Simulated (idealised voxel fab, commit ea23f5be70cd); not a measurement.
Process module, titled voxel self aligned contacts
The width of the displayed cross-section, cut, is 180 nm; its cells are square, with a size of 5 nm.
The cross-sections in this document take the form of a grid made of square cells. They are written out as bands, in order from top to bottom. Each band consists of one or more rows of cells. Heads up on the band format: heights come first, top then bottom, in nm. After that it's the materials left to right, each with its width in nm. A single material flagged "throughout" fills the whole band edge to edge, and "empty" means there's empty space there. For the purposes of this specification, 0 denotes the height below which the wafer in its as-received condition is composed wholly of one material, and the lowermost band, lacking a lower limit, extends downward without end, as expressed in "0 nm and below". The two numbers in a width such as "30 to 40" mark its ends across the band: the first belongs to the top row of cells, the second to the bottom row, and from each row to the next the width moves by the same amount. Step note "everything unchanged" = no cross-section cell changed. In "Enclosed void listing" the enclosed voids are listed, meaning empty spaces of 8 cells or larger without any opening to the top. The form is width x height at distance, distance from the left edge, units nm. Text after the settings on a step's line: the simulator's own remark on that step. overlay nm: on a step with a mask, how far right of its planned place the mask lay; negative means left.
**The planned process steps are enumerated hereunder**
1,RECEIVE with material Si
2,CONFORMAL_DEP with material SiO2, thk nm 5
3,DIRECTIONAL_DEP with material polySi, thk nm 30
4,DIRECTIONAL_DEP with material SiN, thk nm 25
5,PATTERN with tone cover, mask id GATE, material resist, width nm 25, pitch nm 65, thk nm 15, overlay nm 0
6,DIRECTIONAL_ETCH with etch materials SiN, depth nm 25
7,DIRECTIONAL_ETCH with etch materials polySi, depth nm 30
8,STRIP with etch materials resist
9,CONFORMAL_DEP with material SiN, thk nm 10
10,DIRECTIONAL_ETCH with etch materials SiN, depth nm 10
11,FILL_DEP with material SiO2, thk nm 10
12,CMP with height nm 65
13,PATTERN with tone open, mask id CONTACT, material resist, width nm 40, thk nm 15, overlay nm 0
14,DIRECTIONAL_ETCH with etch materials SiO2, depth nm 65
15,STRIP with etch materials resist
16,CONFORMAL_DEP with material TiN, thk nm 5
17,FILL_DEP with material W, thk nm 10
18,CMP with height nm 65
19,CONFORMAL_DEP with material SiN, thk nm 5
Among the wafers covered here, the point of difference is the width nm at step 13; their starting state is shared, and the plan presents the value of the first wafer.
**The first of several wafers in cross-section, exactly as it reached us after step 1**
0 nm and below | Si throughout
Enclosed void listing: none
**Note: the following table is arranged by wafer, a row apiece. Each row reports the end-of-module state: per material, cells gained (+) or cells lost (-) compared with the wafer as received; closed voids follow**
width nm 40; +174 SiN; +214 SiO2; +32 TiN; +24 W; +60 polySi; Enclosed void listing: none
width nm 45; +174 SiN; +213 SiO2; +33 TiN; +24 W; +60 polySi; Enclosed void listing: none
width nm 50; +174 SiN; +212 SiO2; +34 TiN; +24 W; +60 polySi; Enclosed void listing: none
width nm 55; +174 SiN; +211 SiO2; +35 TiN; +24 W; +60 polySi; Enclosed void listing: none
width nm 60; +174 SiN; +210 SiO2; +36 TiN; +24 W; +60 polySi; Enclosed void listing: none
width nm 65; +174 SiN; +209 SiO2; +37 TiN; +24 W; +60 polySi; Enclosed void listing: none
